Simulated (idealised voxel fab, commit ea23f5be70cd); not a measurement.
The following is a process module called voxel capacitor over wiring.
300 nm wide, 5 nm square cells: that's cross-section cut.
A cross-section is a grid of square cells, given in bands from the top down. A band is one or more rows of cells. Top, bottom (nm), then materials left to right with widths (nm); lone material tagged "everywhere" fills the whole band edge to edge; "empty" = empty space. Heights are reckoned from 0. Under this level, the received wafer is all of one material. The bottommost band is open-ended downward, for example "0 down". A width such as "30..40" changes by the same amount from each row of cells to the next, from the band's top row to its bottom row. When a step is marked "nothing changed", none of the cells in the cross-section changed during that step. For the entry "Closed cavity list", the listed items are empty spaces with no open way to the top whose size is 8 cells or more; each item follows the pattern width x height at distance, where distance is from the left edge and all three are in nm. On each step's line, the part that comes after the settings is the simulator's own comment on the step. You can add "overlay nm" to a step's line. For a step with a mask, it describes how far the mask lay to the right of its planned position, and a negative number describes a lay to the left.

-- This section lists the process steps that were planned
1: RECEIVE: material Si
2: CONFORMAL_DEP: material SiO2, thk nm 15
3: CONFORMAL_DEP: material SiN, thk nm 5
4: DIRECTIONAL_DEP: material SiO2, thk nm 15
5: PATTERN: tone open, mask id METAL_1, material resist, width nm 25, pitch nm 85, thk nm 20, overlay nm 0
6: DIRECTIONAL_ETCH: etch materials SiO2, depth nm 15
7: DIRECTIONAL_ETCH: etch materials SiN, depth nm 5
8: STRIP: etch materials resist
9: CONFORMAL_DEP: material TiN, thk nm 5
10: FILL_DEP: material Cu, thk nm 5
11: CMP: height nm 35
12: EPI: material Ru, thk nm 5
13: FILL_DEP: material SiCN, thk nm 5
14: DIRECTIONAL_DEP: material SiO2, thk nm 20
15: PATTERN: tone open, mask id PLUG_1, material resist, width nm 15, thk nm 15, overlay nm 0
16: DIRECTIONAL_ETCH: etch materials SiO2, depth nm 20
17: DIRECTIONAL_ETCH: etch materials SiCN, depth nm 5
18: STRIP: etch materials resist
19: CONFORMAL_DEP: material TiN, thk nm 5
20: FILL_DEP: material W, thk nm 5
21: CMP: height nm 65
22: DIRECTIONAL_DEP: material TiN, thk nm 5
23: DIRECTIONAL_DEP: material SiN, thk nm 5
24: DIRECTIONAL_DEP: material TiN, thk nm 5
25: DIRECTIONAL_DEP: material aC, thk nm 15
26: PATTERN: tone cover, mask id UPPER_PLATE, material resist, width nm 65, thk nm 35, overlay nm 0
27: DIRECTIONAL_ETCH: etch materials aC, depth nm 15
28: STRIP: etch materials resist
29: DIRECTIONAL_ETCH: etch materials TiN, depth nm 5
30: DIRECTIONAL_ETCH: etch materials SiN, depth nm 5
31: STRIP: etch materials aC
32: MASKED_ETCH: tone cover, mask id LOWER_PLATE, width nm 75, etch materials TiN, depth nm 5, overlay nm 0
33: FILL_DEP: material SiO2, thk nm 20
34: CMP: height nm 95
35: PATTERN: tone open, mask id PLUG_2, material resist, width nm 15, thk nm 20, overlay nm 0
36: DIRECTIONAL_ETCH: etch materials SiO2, depth nm 15
37: STRIP: etch materials resist
38: CONFORMAL_DEP: material TiN, thk nm 5
39: FILL_DEP: material W, thk nm 5
40: CMP: height nm 95
41: CONFORMAL_DEP: material SiN, thk nm 5

-- Step 1 complete: cross-section of the wafer as received
> 0 down | Si everywhere
> Closed cavity list: none

-- Module complete - cross-section of the first of two wafers, run according to plan
> 100 to 95 | SiN everywhere
> 95 to 85 | SiO2 115, TiN 5, W 5, TiN 5, SiO2 170
> 85 to 75 | SiO2 115..105, TiN 15..65, SiO2 170..130
> 75 to 70 | SiO2 105, SiN 65, SiO2 130
> 70 to 65 | SiO2 100, TiN 75, SiO2 125
> 65 to 45 | SiO2 105, TiN 5, W 5, TiN 5, SiO2 180
> 45 to 40 | SiCN 105, TiN 15, SiCN 180
> 40 to 35 | SiCN 90, Ru 35, SiCN 50, Ru 35, SiCN 90
> 35 to 20 | SiO2 95, TiN 5, Cu 15, TiN 5, SiO2 60, TiN 5, Cu 15, TiN 5, SiO2 95
> 20 to 15 | SiN 95, TiN 25, SiN 60, TiN 25, SiN 95
> 15 to 0 | SiO2 everywhere
> 0 down | Si everywhere
> Closed cavity list: none

-- What the second wafer looks like in cross-section once the module is done. Its start and its plan matched the first wafer's exactly; what differed was one mistake in how it was run
> 100 to 95 | SiN everywhere
> 95 to 85 | SiO2 115, TiN 5, W 5, TiN 5, SiO2 170
> 85 to 75 | SiO2 115..105, TiN 15..65, SiO2 170..130
> 75 to 70 | SiO2 105, SiN 65, SiO2 130
> 70 to 65 | SiO2 100, TiN 75, SiO2 125
> 65 to 45 | W 100, TiN 5, SiO2 15, TiN 5, W 175
> 45 to 40 | TiN 105, SiCN 15, TiN 180
> 40 to 35 | SiCN 90, Ru 35, SiCN 50, Ru 35, SiCN 90
> 35 to 20 | SiO2 95, TiN 5, Cu 15, TiN 5, SiO2 60, TiN 5, Cu 15, TiN 5, SiO2 95
> 20 to 15 | SiN 95, TiN 25, SiN 60, TiN 25, SiN 95
> 15 to 0 | SiO2 everywhere
> 0 down | Si everywhere
> Closed cavity list: none
Where did the run depart from the plan? the process deviated at step 15: the operation and settings actually run there were PATTERN: tone cover, mask id PLUG_1, material resist, width nm 15, thk nm 15, overlay nm 0
Count the cells at the end and the second wafer has more or fewer of some materials than the first: 54 fewer of SiCN; 216 fewer of SiO2; 54 more of TiN; 216 more of W
